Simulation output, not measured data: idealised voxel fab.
Process module name: voxel transistor to metal
It is cross-section cut that appears here, measuring 180 nm in width, its square cells being 5 nm in size.
Cross-sections here: square-cell grids, written as top-down lists of bands, a band being one or more rows of cells. Look at the band entry: it leads with the top's height and the bottom's height in nm. Then it lists the materials left to right, with a width in nm for each. The word "throughout" on a single material says that material fills the band edge to edge. The word "empty" is empty space. Counting heights begins at 0, where everything beneath is, in the wafer as received, one material. The lowest band has no bottom; it goes on downwards, as "0 nm and below" shows. You'd read "30->40" like this: the band's top row of cells is as wide as the first number, its bottom row is as wide as the second, and going down, every row changes width by the same amount as the row before did. When a step is marked "all unchanged", none of the cells in the cross-section changed during that step. Entry "Closed void register". Content: empty spaces with no open connection to the top, size 8 cells or greater. Each: width x height at distance. Distance: from left edge. Unit: nm. Read whatever lies past the settings on a step's line as the simulator's own remark about the step. "overlay nm" denotes, for a step that has a mask, the displacement of the mask to the right of its planned place, with negative values corresponding to the left. Pairs from here to the end. Each: cross-section before one process step, cross-section after it, the latter only as far down as the lowest band that changed. Under each: the step between, and its settings. Mind that the pairs may be taken from different runs of this module on the same starting wafer; whether a pair continues from the pair above depends on its entry headed "Geometry before processing", and it does only where that entry says so.
# Geometry before processing
- 115 nm to 95 nm | 45 of SiO2, then 15 of empty, then 60 of SiO2, then 15 of empty, then 45 of SiO2
- 95 nm to 80 nm | SiO2 throughout
- 80 nm to 75 nm | SiCN throughout
- 75 nm to 55 nm | 45 of SiO2, then 5 of TiN, then 5 of Cu, then 5 of TiN, then 60 of SiO2, then 5 of TiN, then 5 of Cu, then 5 of TiN, then 45 of SiO2
- 55 nm to 50 nm | 45 of SiCN, then 15 of TiN, then 60 of SiCN, then 15 of TiN, then 45 of SiCN
- 50 nm to 45 nm | 40 of Ru, then 5 of TiN, then 30 of SiO2, then 5 of TiN, then 20 of Ru, then 5 of TiN, then 30 of SiO2, then 5 of TiN, then 40 of Ru
- 45 nm to 40 nm | 40 of Ru, then 5 of TiN, then 30 of SiO2, then 30 of TiN, then 30 of SiO2, then 5 of TiN, then 40 of Ru
- 40 nm to 30 nm | 40 of Ru, then 5 of TiN, then 30 of SiO2, then 5 of SiN, then 20 of SiCN, then 5 of SiN, then 30 of SiO2, then 5 of TiN, then 40 of Ru
- 30 nm to 0 nm | 40 of Ru, then 5 of TiN, then 30 of SiO2, then 5 of SiN, then 20 of polySi, then 5 of SiN, then 30 of SiO2, then 5 of TiN, then 40 of Ru
- 0 nm to -5 nm | 45 of TiN, then 25 of SiO2, then 5 of pSi, then 30 of SiO2, then 5 of pSi, then 25 of SiO2, then 45 of TiN
- -5 nm to -10 nm | 40 of SiO2, then 35 of pSi, then 30 of Si, then 35 of pSi, then 40 of SiO2
- -10 nm to -25 nm | 40 of SiO2, then 100 of Si, then 40 of SiO2
- -25 nm and below | Si throughout
- Closed void register: none
# Sectional View, Post-Process
- 130 nm to 115 nm | 45 of aC, then 15 of empty, then 60 of aC, then 15 of empty, then 45 of aC
- 115 nm to 110 nm | 45 of SiO2, then 15 of empty, then 60 of SiO2, then 15 of empty, then 45 of SiO2
- 110 nm to 95 nm | 45 of SiO2, then 15 of aC, then 60 of SiO2, then 15 of aC, then 45 of SiO2
- Note: structure below 95 unchanged.
- Closed void register: none
the step between: DIRECTIONAL_DEP,material aC,thk nm 15
Geometry before processing: taken from the pair above, after panel.
# Sectional View, Post-Process
- 160 nm to 130 nm | 45 of resist, then 15 of empty, then 60 of resist, then 15 of empty, then 45 of resist
- Note: structure below 130 unchanged.
- Closed void register: none
the step between: PATTERN,tone open,mask id METAL_2_HOLES,material resist,width nm 15,pitch nm 75,thk nm 30,overlay nm 0
Geometry before processing: taken from the pair above, after panel.
# Sectional View, Post-Process
- 145 nm to 130 nm | 45 of resist, then 15 of empty, then 60 of resist, then 15 of empty, then 45 of resist
- 130 nm to 115 nm | 45 of aC, then 15 of empty, then 60 of aC, then 15 of empty, then 45 of aC
- 115 nm to 95 nm | 45 of SiO2, then 15 of empty, then 60 of SiO2, then 15 of empty, then 45 of SiO2
- Note: structure below 95 unchanged.
- Closed void register: none
the step between: DIRECTIONAL_ETCH,etch materials aC,depth nm 15
Geometry before processing: taken from the pair above, after panel.
# Sectional View, Post-Process
- 130 nm to 115 nm | 45 of aC, then 15 of empty, then 60 of aC, then 15 of empty, then 45 of aC
- Note: structure below 115 unchanged.
- Closed void register: none
the step between: STRIP,etch materials resist
Geometry before processing: taken from the pair above, after panel.
# Sectional View, Post-Process
- 130 nm to 115 nm | 45 of aC, then 15 of empty, then 60 of aC, then 15 of empty, then 45 of aC
- 115 nm to 80 nm | 45 of SiO2, then 15 of empty, then 60 of SiO2, then 15 of empty, then 45 of SiO2
- Note: structure below 80 unchanged.
- Closed void register: none
the step between: DIRECTIONAL_ETCH,etch materials SiO2,depth nm 15
Geometry before processing: taken from the pair above, after panel.
# Sectional View, Post-Process
- 130 nm to 115 nm | 45 of aC, then 15 of empty, then 60 of aC, then 15 of empty, then 45 of aC
- 115 nm to 80 nm | 45 of SiO2, then 15 of empty, then 60 of SiO2, then 15 of empty, then 45 of SiO2
- 80 nm to 75 nm | 45 of SiCN, then 15 of empty, then 60 of SiCN, then 15 of empty, then 45 of SiCN
- Note: structure below 75 unchanged.
- Closed void register: none
the step between: DIRECTIONAL_ETCH,etch materials SiCN,depth nm 5
Geometry before processing: taken from the pair above, after panel.
# Sectional View, Post-Process
- 115 nm to 80 nm | 45 of SiO2, then 15 of empty, then 60 of SiO2, then 15 of empty, then 45 of SiO2
- Note: structure below 80 unchanged.
- Closed void register: none
the step between: STRIP,etch materials aC
Geometry before processing: taken from the pair above, after panel.
# Sectional View, Post-Process
- 120 nm to 115 nm | 50 of TiN, then 5 of empty, then 70 of TiN, then 5 of empty, then 50 of TiN
- 115 nm to 80 nm | 45 of SiO2, then 5 of TiN, then 5 of empty, then 5 of TiN, then 60 of SiO2, then 5 of TiN, then 5 of empty, then 5 of TiN, then 45 of SiO2
- 80 nm to 75 nm | 45 of SiCN, then 15 of TiN, then 60 of SiCN, then 15 of TiN, then 45 of SiCN
- Note: structure below 75 unchanged.
- Closed void register: none
the step between: CONFORMAL_DEP,material TiN,thk nm 5
Geometry before processing: taken from the pair above, after panel.
# Sectional View, Post-Process
- 125 nm to 120 nm | Ru throughout
- 120 nm to 115 nm | 50 of TiN, then 5 of Ru, then 70 of TiN, then 5 of Ru, then 50 of TiN
- 115 nm to 80 nm | 45 of SiO2, then 5 of TiN, then 5 of Ru, then 5 of TiN, then 60 of SiO2, then 5 of TiN, then 5 of Ru, then 5 of TiN, then 45 of SiO2
- Note: structure below 80 unchanged.
- Closed void register: none
the step between: FILL_DEP,material Ru,thk nm 5
Geometry before processing: taken from the pair above, after panel.
# Sectional View, Post-Process
- 115 nm to 80 nm | 45 of SiO2, then 5 of TiN, then 5 of Ru, then 5 of TiN, then 60 of SiO2, then 5 of TiN, then 5 of Ru, then 5 of TiN, then 45 of SiO2
- Note: structure below 80 unchanged.
- Closed void register: none
the step between: CMP,height nm 115
Geometry before processing: taken from the pair above, after panel.
# Sectional View, Post-Process
- 120 nm to 115 nm | SiN throughout
- Note: structure below 115 unchanged.
- Closed void register: none
the step between: CONFORMAL_DEP,material SiN,thk nm 5
